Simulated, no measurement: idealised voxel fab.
A process module follows: voxel gate over fins.
The figure presents cross-section cut, which has a width of 260 nm and is divided into square cells with an edge length of 5 nm.
Heads up, the way a cross-section reads in here is a grid of square cells, handed over as bands from the top down, with every band being one or more rows of cells.
Basically the band line says how high the top is and how high the bottom is, in nm, and then what's in it from left to right, every material with its width in nm. Empty space shows up as "air", and if a single material carries "edge to edge" it runs the full band edge to edge.
Height 0 is the level under which the wafer as received is all one material. The lowest band goes on downwards, as in "0 and below".
Graded width ("30->40"): value in top row of band = first number; value in bottom row = second number; row-to-row change constant.
What does "left unchanged" mean for a step? It means no cell of the cross-section changed in that step.
In the "Enclosed internal voids" entry, you get each enclosed empty space of 8 cells or more, one with no open way to the top, written width x height at distance, distance from the left edge, in nm.
That trailing text on a step's line, after the settings, is the simulator's own remark on the step.
overlay nm: step with mask; distance mask lay right of planned place; negative value = left of planned place.
-- Steps in the process plan
| 1 | RECEIVE [material Si] |
| 2 | CONFORMAL_DEP [material SiN] [thk nm 5] |
| 3 | PATTERN [tone cover] [mask id FINS] [material resist] [width nm 15] [pitch nm 60] [thk nm 20] [overlay nm 0] |
| 4 | DIRECTIONAL_ETCH [etch materials SiN] [depth nm 5] |
| 5 | DIRECTIONAL_ETCH [etch materials Si] [depth nm 40] |
| 6 | STRIP [etch materials resist] |
| 7 | OXIDIZE [depth nm 5] |
| 8 | FILL_DEP [material SiO2] [thk nm 10] |
| 9 | CMP [height nm 5] |
| 10 | PATTERN [tone open] [mask id RAIL] [material resist] [width nm 15] [thk nm 15] [overlay nm 0] |
| 11 | DIRECTIONAL_ETCH [etch materials SiO2] [depth nm 40] |
| 12 | STRIP [etch materials resist] |
| 13 | CONFORMAL_DEP [material TiN] [thk nm 5] |
| 14 | FILL_DEP [material Ru] [thk nm 5] |
| 15 | CMP [height nm 5] |
| 16 | SELECTIVE_ETCH [etch materials W Ru TiN] [depth nm 30] |
| 17 | FILL_DEP [material SiO2] [thk nm 5] |
| 18 | CMP [height nm 5] |
| 19 | SELECTIVE_ETCH [etch materials SiO2] [depth nm 20] |
| 20 | STRIP [etch materials SiN] |
| 21 | CONFORMAL_DEP [material HfO2] [thk nm 5] |
| 22 | CONFORMAL_DEP [material TiN] [thk nm 5] |
| 23 | CONFORMAL_DEP [material TiAl] [thk nm 5] |
| 24 | CONFORMAL_DEP [material TiN] [thk nm 5] |
| 25 | FILL_DEP [material W] [thk nm 15] |
| 26 | CMP [height nm 30] |
| 27 | CONFORMAL_DEP [material SiCN] [thk nm 10] |
-- As-received wafer cross-section (after step 1)
  0 and below | Si edge to edge
  Enclosed internal voids: none
-- What the wafer looks like in cross-section after this module, when it starts as shown above and follows the plan above but one mistake is made in running it
  40 down to 30 | SiCN edge to edge
  30 down to 20 | W edge to edge
  20 down to 15 | W (45) | TiN (45) | W (15) | TiN (45) | W (15) | TiN (45) | W (50)
  15 down to 10 | W (45) | TiN (5) | TiAl (35) | TiN (5) | W (15) | TiN (5) | TiAl (35) | TiN (5) | W (15) | TiN (5) | TiAl (35) | TiN (5) | W (50)
  10 down to 5 | W (45) | TiN (5) | TiAl (5) | TiN (25) | TiAl (5) | TiN (5) | W (15) | TiN (5) | TiAl (5) | TiN (25) | TiAl (5) | TiN (5) | W (15) | TiN (5) | TiAl (5) | TiN (25) | TiAl (5) | TiN (5) | W (50)
  5 down to 0 | TiN (50) | TiAl (5) | TiN (5) | HfO2 (15) | TiN (5) | TiAl (5) | TiN (25) | TiAl (5) | TiN (5) | HfO2 (15) | TiN (5) | TiAl (5) | TiN (25) | TiAl (5) | TiN (5) | HfO2 (15) | TiN (5) | TiAl (5) | TiN (55)
  0 down to -5 | TiAl (55) | TiN (5) | HfO2 (5) | Si (5) | HfO2 (5) | TiN (5) | TiAl (35) | TiN (5) | HfO2 (5) | Si (5) | HfO2 (5) | TiN (5) | TiAl (35) | TiN (5) | HfO2 (5) | Si (5) | HfO2 (5) | TiN (5) | TiAl (60)
  -5 down to -10 | TiN (60) | HfO2 (5) | Si (5) | HfO2 (5) | TiN (45) | HfO2 (5) | Si (5) | HfO2 (5) | TiN (45) | HfO2 (5) | Si (5) | HfO2 (5) | TiN (65)
  -10 down to -15 | HfO2 (65) | Si (5) | HfO2 (55) | Si (5) | HfO2 (55) | Si (5) | HfO2 (70)
  -15 down to -25 | SiO2 (65) | Si (5) | SiO2 (55) | Si (5) | SiO2 (55) | Si (5) | SiO2 (70)
  -25 down to -30 | SiO2 (65) | Si (5) | SiO2 (20) | TiN (5) | Ru (5) | TiN (5) | SiO2 (20) | Si (5) | SiO2 (55) | Si (5) | SiO2 (70)
  -30 down to -35 | SiO2 (65) | Si (5) | SiO2 (20) | TiN (15) | SiO2 (20) | Si (5) | SiO2 (55) | Si (5) | SiO2 (70)
  -35 down to -50 | SiO2 (65) | Si (5) | SiO2 (55) | Si (5) | SiO2 (55) | Si (5) | SiO2 (70)
  -50 and below | Si edge to edge
  Enclosed internal voids: none
Want to know what went wrong? step 5 was processed under conditions differing from the plan, specifically as DIRECTIONAL_ETCH [etch materials Si] [depth nm 45]
